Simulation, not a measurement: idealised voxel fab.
Process module name: voxel self aligned contacts
Cross-sectional view cut (width: 230 nm; square cell size: 5 nm).
Notation: cross-section as square-cell grid; stated in bands, top first, going down; one or more cell rows per band. Band: top height; bottom height; in nm. Then, left to right: material with width in nm, for each material. "throughout": a single material spanning edge to edge. "air": empty space. Below 0: as-received wafer, all one material; heights counted from there. Lowest band: no bottom, goes on down, written "0 and below". Graded width ("30->40"): value in top row of band = first number; value in bottom row = second number; row-to-row change constant. When a step is marked "stayed the same", none of the cells in the cross-section changed during that step. The label "Fully sealed cavities" introduces a list of the empty spaces, 8 cells or larger, that have no open way up to the top; each entry in it reads width x height at distance, where the distance is taken from the left edge and all three are stated in nm. It should be noted that, on the line of a given step, the content following the step's settings is a remark produced by the simulator itself with respect to that step. For masked steps, "overlay nm" on the step line gives how far right of plan the mask actually lay; a minus sign means it lay to the left.
## The following list gives the planned process steps
step 1: RECEIVE (material Si)
step 2: CONFORMAL_DEP (material SiO2; thk nm 5)
step 3: DIRECTIONAL_DEP (material polySi; thk nm 25)
step 4: DIRECTIONAL_DEP (material SiN; thk nm 15)
step 5: DIRECTIONAL_DEP (material aC; thk nm 10)
step 6: PATTERN (tone cover; mask id GATE; material resist; width nm 35; pitch nm 60; thk nm 25; overlay nm 0)
step 7: DIRECTIONAL_ETCH (etch materials aC; depth nm 10)
step 8: STRIP (etch materials resist)
step 9: DIRECTIONAL_ETCH (etch materials SiN; depth nm 15)
step 10: DIRECTIONAL_ETCH (etch materials polySi; depth nm 25)
step 11: STRIP (etch materials aC)
step 12: CONFORMAL_DEP (material SiN; thk nm 5)
step 13: DIRECTIONAL_ETCH (etch materials SiN; depth nm 5)
step 14: FILL_DEP (material SiO2; thk nm 20)
step 15: CMP (height nm 55)
step 16: PATTERN (tone open; mask id CONTACT; material resist; width nm 35; pitch nm 60; thk nm 15; overlay nm 0)
step 17: DIRECTIONAL_ETCH (etch materials SiO2; depth nm 55)
step 18: STRIP (etch materials resist)
step 19: CONFORMAL_DEP (material TiN; thk nm 5)
step 20: FILL_DEP (material Ru; thk nm 5)
step 21: CMP (height nm 55)
step 22: CONFORMAL_DEP (material SiN; thk nm 5)
## First out of two wafers; run went to plan
## Cross-section of the incoming wafer, state after step 1
* 0 and below  Si throughout
* Fully sealed cavities: none
## The following cross-section depicts the wafer upon completion of step 2
* 5 down to 0  SiO2 throughout
* Below a height of 0, the structure has not been altered.
## The following cross-section depicts the wafer upon completion of step 3
* 30 down to 5  polySi throughout
* Below a height of 5, the structure has not been altered.
## The following cross-section depicts the wafer upon completion of step 4
* 45 down to 30  SiN throughout
* Below a height of 30, the structure has not been altered.
## The following cross-section depicts the wafer upon completion of step 5
* 55 down to 45  aC throughout
* Below a height of 45, the structure has not been altered.
## The following cross-section depicts the wafer upon completion of step 6
* 80 down to 55  air: 35, then resist: 35, then air: 25, then resist: 35, then air: 25, then resist: 35, then air: 40
* Below a height of 55, the structure has not been altered.
## The following cross-section depicts the wafer upon completion of step 7
* 70 down to 55  air: 35, then resist: 35, then air: 25, then resist: 35, then air: 25, then resist: 35, then air: 40
* 55 down to 45  air: 35, then aC: 35, then air: 25, then aC: 35, then air: 25, then aC: 35, then air: 40
* Below a height of 45, the structure has not been altered.
## The following cross-section depicts the wafer upon completion of step 8
* 55 down to 45  air: 35, then aC: 35, then air: 25, then aC: 35, then air: 25, then aC: 35, then air: 40
* Below a height of 45, the structure has not been altered.
## The following cross-section depicts the wafer upon completion of step 9
* 55 down to 45  air: 35, then aC: 35, then air: 25, then aC: 35, then air: 25, then aC: 35, then air: 40
* 45 down to 30  air: 35, then SiN: 35, then air: 25, then SiN: 35, then air: 25, then SiN: 35, then air: 40
* Below a height of 30, the structure has not been altered.
## The following cross-section depicts the wafer upon completion of step 10
* 55 down to 45  air: 35, then aC: 35, then air: 25, then aC: 35, then air: 25, then aC: 35, then air: 40
* 45 down to 30  air: 35, then SiN: 35, then air: 25, then SiN: 35, then air: 25, then SiN: 35, then air: 40
* 30 down to 5  air: 35, then polySi: 35, then air: 25, then polySi: 35, then air: 25, then polySi: 35, then air: 40
* Below a height of 5, the structure has not been altered.
## The following cross-section depicts the wafer upon completion of step 11
* 45 down to 30  air: 35, then SiN: 35, then air: 25, then SiN: 35, then air: 25, then SiN: 35, then air: 40
* Below a height of 30, the structure has not been altered.
## The following cross-section depicts the wafer upon completion of step 12
* 50 down to 30  air: 30, then SiN: 45, then air: 15, then SiN: 45, then air: 15, then SiN: 45, then air: 35
* 30 down to 10  air: 30, then SiN: 5, then polySi: 35, then SiN: 5, then air: 15, then SiN: 5, then polySi: 35, then SiN: 5, then air: 15, then SiN: 5, then polySi: 35, then SiN: 5, then air: 35
* 10 down to 5  SiN: 35, then polySi: 35, then SiN: 25, then polySi: 35, then SiN: 25, then polySi: 35, then SiN: 40
* Below a height of 5, the structure has not been altered.
## The following cross-section depicts the wafer upon completion of step 13
* 45 down to 30  air: 30, then SiN: 45, then air: 15, then SiN: 45, then air: 15, then SiN: 45, then air: 35
* 30 down to 5  air: 30, then SiN: 5, then polySi: 35, then SiN: 5, then air: 15, then SiN: 5, then polySi: 35, then SiN: 5, then air: 15, then SiN: 5, then polySi: 35, then SiN: 5, then air: 35
* Below a height of 5, the structure has not been altered.
## The following cross-section depicts the wafer upon completion of step 14
* 65 down to 45  SiO2 throughout
* 45 down to 30  SiO2: 30, then SiN: 45, then SiO2: 15, then SiN: 45, then SiO2: 15, then SiN: 45, then SiO2: 35
* 30 down to 5  SiO2: 30, then SiN: 5, then polySi: 35, then SiN: 5, then SiO2: 15, then SiN: 5, then polySi: 35, then SiN: 5, then SiO2: 15, then SiN: 5, then polySi: 35, then SiN: 5, then SiO2: 35
* Below a height of 5, the structure has not been altered.
## The following cross-section depicts the wafer upon completion of step 15
* 55 down to 45  SiO2 throughout
* Below a height of 45, the structure has not been altered.
## The following cross-section depicts the wafer upon completion of step 16
* 70 down to 55  resist: 65, then air: 35, then resist: 25, then air: 35, then resist: 70
* Below a height of 55, the structure has not been altered.
## The following cross-section depicts the wafer upon completion of step 17
* 70 down to 55  resist: 65, then air: 35, then resist: 25, then air: 35, then resist: 70
* 55 down to 45  SiO2: 65, then air: 35, then SiO2: 25, then air: 35, then SiO2: 70
* 45 down to 30  SiO2: 30, then SiN: 45, then air: 15, then SiN: 45, then air: 15, then SiN: 45, then SiO2: 35
* 30 down to 5  SiO2: 30, then SiN: 5, then polySi: 35, then SiN: 5, then air: 15, then SiN: 5, then polySi: 35, then SiN: 5, then air: 15, then SiN: 5, then polySi: 35, then SiN: 5, then SiO2: 35
* 5 down to 0  SiO2: 75, then air: 15, then SiO2: 45, then air: 15, then SiO2: 80
* Below a height of 0, the structure has not been altered.
## The following cross-section depicts the wafer upon completion of step 18
* 55 down to 45  SiO2: 65, then air: 35, then SiO2: 25, then air: 35, then SiO2: 70
* Below a height of 45, the structure has not been altered.
## The following cross-section depicts the wafer upon completion of step 19
* 60 down to 55  TiN: 70, then air: 25, then TiN: 35, then air: 25, then TiN: 75
* 55 down to 45  SiO2: 65, then TiN: 5->15, then air: 25->5, then TiN: 5->15, then SiO2: 25, then TiN: 5->15, then air: 25->5, then TiN: 5->15, then SiO2: 70
* 45 down to 30  SiO2: 30, then SiN: 45, then TiN: 5, then air: 5, then TiN: 5, then SiN: 45, then TiN: 5, then air: 5, then TiN: 5, then SiN: 45, then SiO2: 35
* 30 down to 5  SiO2: 30, then SiN: 5, then polySi: 35, then SiN: 5, then TiN: 5, then air: 5, then TiN: 5, then SiN: 5, then polySi: 35, then SiN: 5, then TiN: 5, then air: 5, then TiN: 5, then SiN: 5, then polySi: 35, then SiN: 5, then SiO2: 35
* 5 down to 0  SiO2: 75, then TiN: 15, then SiO2: 45, then TiN: 15, then SiO2: 80
* Below a height of 0, the structure has not been altered.
## The following cross-section depicts the wafer upon completion of step 20
* 65 down to 60  Ru throughout
* 60 down to 55  TiN: 70, then Ru: 25, then TiN: 35, then Ru: 25, then TiN: 75
* 55 down to 45  SiO2: 65, then TiN: 5->15, then Ru: 25->5, then TiN: 5->15, then SiO2: 25, then TiN: 5->15, then Ru: 25->5, then TiN: 5->15, then SiO2: 70
* 45 down to 30  SiO2: 30, then SiN: 45, then TiN: 5, then Ru: 5, then TiN: 5, then SiN: 45, then TiN: 5, then Ru: 5, then TiN: 5, then SiN: 45, then SiO2: 35
* 30 down to 5  SiO2: 30, then SiN: 5, then polySi: 35, then SiN: 5, then TiN: 5, then Ru: 5, then TiN: 5, then SiN: 5, then polySi: 35, then SiN: 5, then TiN: 5, then Ru: 5, then TiN: 5, then SiN: 5, then polySi: 35, then SiN: 5, then SiO2: 35
* Below a height of 5, the structure has not been altered.
## The following cross-section depicts the wafer upon completion of step 21
* 55 down to 45  SiO2: 65, then TiN: 5->15, then Ru: 25->5, then TiN: 5->15, then SiO2: 25, then TiN: 5->15, then Ru: 25->5, then TiN: 5->15, then SiO2: 70
* Below a height of 45, the structure has not been altered.
## The following cross-section depicts the wafer upon completion of step 22
* 60 down to 55  SiN throughout
* Below a height of 55, the structure has not been altered.
## Second wafer - shared start and plan with the first - one error in running - same as the first up to step 5 inclusive
## What the second wafer looks like in cross-section when step 6 should have wrapped up
* 80 down to 55  resist: 35, then air: 35, then resist: 25, then air: 35, then resist: 25, then air: 35, then resist: 40
* Below a height of 55, the structure has not been altered.
## What the second wafer looks like in cross-section when step 7 should have wrapped up
* 70 down to 55  resist: 35, then air: 35, then resist: 25, then air: 35, then resist: 25, then air: 35, then resist: 40
* 55 down to 45  aC: 35, then air: 35, then aC: 25, then air: 35, then aC: 25, then air: 35, then aC: 40
* Below a height of 45, the structure has not been altered.
## What the second wafer looks like in cross-section when step 8 should have wrapped up
* 55 down to 45  aC: 35, then air: 35, then aC: 25, then air: 35, then aC: 25, then air: 35, then aC: 40
* Below a height of 45, the structure has not been altered.
## What the second wafer looks like in cross-section when step 9 should have wrapped up
* 55 down to 45  aC: 35, then air: 35, then aC: 25, then air: 35, then aC: 25, then air: 35, then aC: 40
* 45 down to 30  SiN: 35, then air: 35, then SiN: 25, then air: 35, then SiN: 25, then air: 35, then SiN: 40
* Below a height of 30, the structure has not been altered.
## What the second wafer looks like in cross-section when step 10 should have wrapped up
* 55 down to 45  aC: 35, then air: 35, then aC: 25, then air: 35, then aC: 25, then air: 35, then aC: 40
* 45 down to 30  SiN: 35, then air: 35, then SiN: 25, then air: 35, then SiN: 25, then air: 35, then SiN: 40
* 30 down to 5  polySi: 35, then air: 35, then polySi: 25, then air: 35, then polySi: 25, then air: 35, then polySi: 40
* Below a height of 5, the structure has not been altered.
## What the second wafer looks like in cross-section when step 11 should have wrapped up
* 45 down to 30  SiN: 35, then air: 35, then SiN: 25, then air: 35, then SiN: 25, then air: 35, then SiN: 40
* Below a height of 30, the structure has not been altered.
## What the second wafer looks like in cross-section when step 12 should have wrapped up
* 50 down to 30  SiN: 40, then air: 25, then SiN: 35, then air: 25, then SiN: 35, then air: 25, then SiN: 45
* 30 down to 10  polySi: 35, then SiN: 5, then air: 25, then SiN: 5, then polySi: 25, then SiN: 5, then air: 25, then SiN: 5, then polySi: 25, then SiN: 5, then air: 25, then SiN: 5, then polySi: 40
* 10 down to 5  polySi: 35, then SiN: 35, then polySi: 25, then SiN: 35, then polySi: 25, then SiN: 35, then polySi: 40
* Below a height of 5, the structure has not been altered.
## What the second wafer looks like in cross-section when step 13 should have wrapped up
* 45 down to 30  SiN: 40, then air: 25, then SiN: 35, then air: 25, then SiN: 35, then air: 25, then SiN: 45
* 30 down to 5  polySi: 35, then SiN: 5, then air: 25, then SiN: 5, then polySi: 25, then SiN: 5, then air: 25, then SiN: 5, then polySi: 25, then SiN: 5, then air: 25, then SiN: 5, then polySi: 40
* Below a height of 5, the structure has not been altered.
## What the second wafer looks like in cross-section when step 14 should have wrapped up
* 65 down to 45  SiO2 throughout
* 45 down to 30  SiN: 40, then SiO2: 25, then SiN: 35, then SiO2: 25, then SiN: 35, then SiO2: 25, then SiN: 45
* 30 down to 5  polySi: 35, then SiN: 5, then SiO2: 25, then SiN: 5, then polySi: 25, then SiN: 5, then SiO2: 25, then SiN: 5, then polySi: 25, then SiN: 5, then SiO2: 25, then SiN: 5, then polySi: 40
* Below a height of 5, the structure has not been altered.
## What the second wafer looks like in cross-section when step 15 should have wrapped up
* 55 down to 45  SiO2 throughout
* Below a height of 45, the structure has not been altered.
## What the second wafer looks like in cross-section when step 16 should have wrapped up
* 70 down to 55  resist: 65, then air: 35, then resist: 25, then air: 35, then resist: 70
* Below a height of 55, the structure has not been altered.
## What the second wafer looks like in cross-section when step 17 should have wrapped up
* 70 down to 55  resist: 65, then air: 35, then resist: 25, then air: 35, then resist: 70
* 55 down to 45  SiO2: 65, then air: 35, then SiO2: 25, then air: 35, then SiO2: 70
* Below a height of 45, the structure has not been altered.
## What the second wafer looks like in cross-section when step 18 should have wrapped up
* 55 down to 45  SiO2: 65, then air: 35, then SiO2: 25, then air: 35, then SiO2: 70
* Below a height of 45, the structure has not been altered.
## What the second wafer looks like in cross-section when step 19 should have wrapped up
* 60 down to 55  TiN: 70, then air: 25, then TiN: 35, then air: 25, then TiN: 75
* 55 down to 50  SiO2: 65, then TiN: 5, then air: 25, then TiN: 5, then SiO2: 25, then TiN: 5, then air: 25, then TiN: 5, then SiO2: 70
* 50 down to 45  SiO2: 65, then TiN: 35, then SiO2: 25, then TiN: 35, then SiO2: 70
* Below a height of 45, the structure has not been altered.
## What the second wafer looks like in cross-section when step 20 should have wrapped up
* 65 down to 60  Ru throughout
* 60 down to 55  TiN: 70, then Ru: 25, then TiN: 35, then Ru: 25, then TiN: 75
* 55 down to 50  SiO2: 65, then TiN: 5, then Ru: 25, then TiN: 5, then SiO2: 25, then TiN: 5, then Ru: 25, then TiN: 5, then SiO2: 70
* Below a height of 50, the structure has not been altered.
## What the second wafer looks like in cross-section when step 21 should have wrapped up
* 55 down to 50  SiO2: 65, then TiN: 5, then Ru: 25, then TiN: 5, then SiO2: 25, then TiN: 5, then Ru: 25, then TiN: 5, then SiO2: 70
* Below a height of 50, the structure has not been altered.
## What the second wafer looks like in cross-section when step 22 should have wrapped up
* 60 down to 55  SiN throughout
* Below a height of 55, the structure has not been altered.
what went wrong: step 6 was not run as planned; what actually ran was PATTERN (tone open; mask id GATE; material resist; width nm 35; pitch nm 60; thk nm 25; overlay nm 0)
The final cell counts differ between the wafers, with the second having more or fewer of some materials than the first: Ru: 18 fewer, SiN: 12 more, SiO2: 22 more, TiN: 36 fewer, polySi: 20 more
